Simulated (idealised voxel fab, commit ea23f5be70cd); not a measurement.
The process module that follows is named voxel tone inversion.
Shown is cross-section cut, with a width of 145 nm and square cells of size 5 nm.
For the purposes of this document, a cross-section shall be understood as a grid of square cells, specified as bands listed in top-to-bottom order, each band consisting of one or more rows of cells. It is stipulated that each band's entry specify, in nanometres, the height of the top of the band and then that of its bottom, followed by the materials of the band in left-to-right sequence, each together with its width in nanometres. A single material marked by the word "everywhere" is understood to fill the band from edge to edge; the word "air" is understood to denote empty space. Heights are expressed relative to 0, this being the level below which the as-received wafer comprises one material exclusively. The lowest band is unbounded in the downward direction and is denoted as in "from 0 down". Quick explanation for "30 to 40": the width changes in equal steps down the rows of cells, from the first number in the band's top row to the second number in its bottom row. "identical to before" for a step: no cell of the cross-section changed in that step. Any empty space of 8 cells or more lacking an open way to the top shows up in "Enclosed void inventory" as width x height at distance, distance from the left edge, in nm. Step line, after settings: the simulator's comment on this step. overlay nm: mask right of planned place by this much (step with mask). Neg. = left.

### Planned process steps
1) RECEIVE with material Si
2) CONFORMAL_DEP with material SiN, thk nm 5
3) DIRECTIONAL_DEP with material aC, thk nm 25
4) PATTERN with tone cover, mask id POSTS, material resist, width nm 15, pitch nm 35, thk nm 30, overlay nm 0
5) DIRECTIONAL_ETCH with etch materials aC, depth nm 25
6) STRIP with etch materials resist
7) FILL_DEP with material lowk, thk nm 5
8) CMP with height nm 30
9) STRIP with etch materials aC
10) CONFORMAL_DEP with material TiN, thk nm 5
11) FILL_DEP with material W, thk nm 5
12) CMP with height nm 30
13) CONFORMAL_DEP with material SiN, thk nm 5

### First of two wafers - as planned

### Received-state cross-section, reflecting completion of step 1
	from 0 down: Si everywhere
	Enclosed void inventory: none

### Cross-section of the wafer after step 2
	from 5 to 0: SiN everywhere
	Everything below 0 is unchanged.

### Cross-section of the wafer after step 3
	from 30 to 5: aC everywhere
	Everything below 5 is unchanged.

### Cross-section of the wafer after step 4
	from 60 to 30: air (30) / resist (15) / air (20) / resist (15) / air (20) / resist (15) / air (30)
	Everything below 30 is unchanged.

### Cross-section of the wafer after step 5
	from 35 to 30: air (30) / resist (15) / air (20) / resist (15) / air (20) / resist (15) / air (30)
	from 30 to 5: air (30) / aC (15) / air (20) / aC (15) / air (20) / aC (15) / air (30)
	Everything below 5 is unchanged.

### Cross-section of the wafer after step 6
	from 30 to 5: air (30) / aC (15) / air (20) / aC (15) / air (20) / aC (15) / air (30)
	Everything below 5 is unchanged.

### Cross-section of the wafer after step 7
	from 35 to 30: lowk everywhere
	from 30 to 5: lowk (30) / aC (15) / lowk (20) / aC (15) / lowk (20) / aC (15) / lowk (30)
	Everything below 5 is unchanged.

### Cross-section of the wafer after step 8
	from 30 to 5: lowk (30) / aC (15) / lowk (20) / aC (15) / lowk (20) / aC (15) / lowk (30)
	Everything below 5 is unchanged.

### Cross-section of the wafer after step 9
	from 30 to 5: lowk (30) / air (15) / lowk (20) / air (15) / lowk (20) / air (15) / lowk (30)
	Everything below 5 is unchanged.

### Cross-section of the wafer after step 10
	from 35 to 30: TiN (35) / air (5) / TiN (30) / air (5) / TiN (30) / air (5) / TiN (35)
	from 30 to 10: lowk (30) / TiN (5) / air (5) / TiN (5) / lowk (20) / TiN (5) / air (5) / TiN (5) / lowk (20) / TiN (5) / air (5) / TiN (5) / lowk (30)
	from 10 to 5: lowk (30) / TiN (15) / lowk (20) / TiN (15) / lowk (20) / TiN (15) / lowk (30)
	Everything below 5 is unchanged.

### Cross-section of the wafer after step 11
	from 40 to 35: W everywhere
	from 35 to 30: TiN (35) / W (5) / TiN (30) / W (5) / TiN (30) / W (5) / TiN (35)
	from 30 to 10: lowk (30) / TiN (5) / W (5) / TiN (5) / lowk (20) / TiN (5) / W (5) / TiN (5) / lowk (20) / TiN (5) / W (5) / TiN (5) / lowk (30)
	Everything below 10 is unchanged.

### Cross-section of the wafer after step 12
	from 30 to 10: lowk (30) / TiN (5) / W (5) / TiN (5) / lowk (20) / TiN (5) / W (5) / TiN (5) / lowk (20) / TiN (5) / W (5) / TiN (5) / lowk (30)
	Everything below 10 is unchanged.

### Cross-section of the wafer after step 13
	from 35 to 30: SiN everywhere
	Everything below 30 is unchanged.

### second wafer: like start, like plan, one mistake. Through step 3 it matches the first wafer

### Cross-section of the second wafer corresponding to the planned conclusion of step 4
	from 60 to 30: resist (30) / air (15) / resist (20) / air (15) / resist (20) / air (15) / resist (30)
	Everything below 30 is unchanged.

### Cross-section of the second wafer corresponding to the planned conclusion of step 5
	from 35 to 30: resist (30) / air (15) / resist (20) / air (15) / resist (20) / air (15) / resist (30)
	from 30 to 5: aC (30) / air (15) / aC (20) / air (15) / aC (20) / air (15) / aC (30)
	Everything below 5 is unchanged.

### Cross-section of the second wafer corresponding to the planned conclusion of step 6
	from 30 to 5: aC (30) / air (15) / aC (20) / air (15) / aC (20) / air (15) / aC (30)
	Everything below 5 is unchanged.

### Cross-section of the second wafer corresponding to the planned conclusion of step 7
	from 35 to 30: lowk everywhere
	from 30 to 5: aC (30) / lowk (15) / aC (20) / lowk (15) / aC (20) / lowk (15) / aC (30)
	Everything below 5 is unchanged.

### Cross-section of the second wafer corresponding to the planned conclusion of step 8
	from 30 to 5: aC (30) / lowk (15) / aC (20) / lowk (15) / aC (20) / lowk (15) / aC (30)
	Everything below 5 is unchanged.

### Cross-section of the second wafer corresponding to the planned conclusion of step 9
	from 30 to 5: air (30) / lowk (15) / air (20) / lowk (15) / air (20) / lowk (15) / air (30)
	Everything below 5 is unchanged.

### Cross-section of the second wafer corresponding to the planned conclusion of step 10
	from 35 to 30: air (25) / TiN (25) / air (10) / TiN (25) / air (10) / TiN (25) / air (25)
	from 30 to 10: air (25) / TiN (5) / lowk (15) / TiN (5) / air (10) / TiN (5) / lowk (15) / TiN (5) / air (10) / TiN (5) / lowk (15) / TiN (5) / air (25)
	from 10 to 5: TiN (30) / lowk (15) / TiN (20) / lowk (15) / TiN (20) / lowk (15) / TiN (30)
	Everything below 5 is unchanged.

### Cross-section of the second wafer corresponding to the planned conclusion of step 11
	from 40 to 35: W everywhere
	from 35 to 30: W (25) / TiN (25) / W (10) / TiN (25) / W (10) / TiN (25) / W (25)
	from 30 to 10: W (25) / TiN (5) / lowk (15) / TiN (5) / W (10) / TiN (5) / lowk (15) / TiN (5) / W (10) / TiN (5) / lowk (15) / TiN (5) / W (25)
	Everything below 10 is unchanged.

### Cross-section of the second wafer corresponding to the planned conclusion of step 12
	from 30 to 10: W (25) / TiN (5) / lowk (15) / TiN (5) / W (10) / TiN (5) / lowk (15) / TiN (5) / W (10) / TiN (5) / lowk (15) / TiN (5) / W (25)
	Everything below 10 is unchanged.

### Cross-section of the second wafer corresponding to the planned conclusion of step 13
	from 35 to 30: SiN everywhere
	Everything below 30 is unchanged.
What was done differently from what was planned? step 4 off recipe, ran as PATTERN with tone open, mask id POSTS, material resist, width nm 15, pitch nm 35, thk nm 30, overlay nm 0
Wafer comparison, final, in cells, second relative to first, materials more or fewer: 11 more of TiN, 44 more of W, 55 fewer of lowk
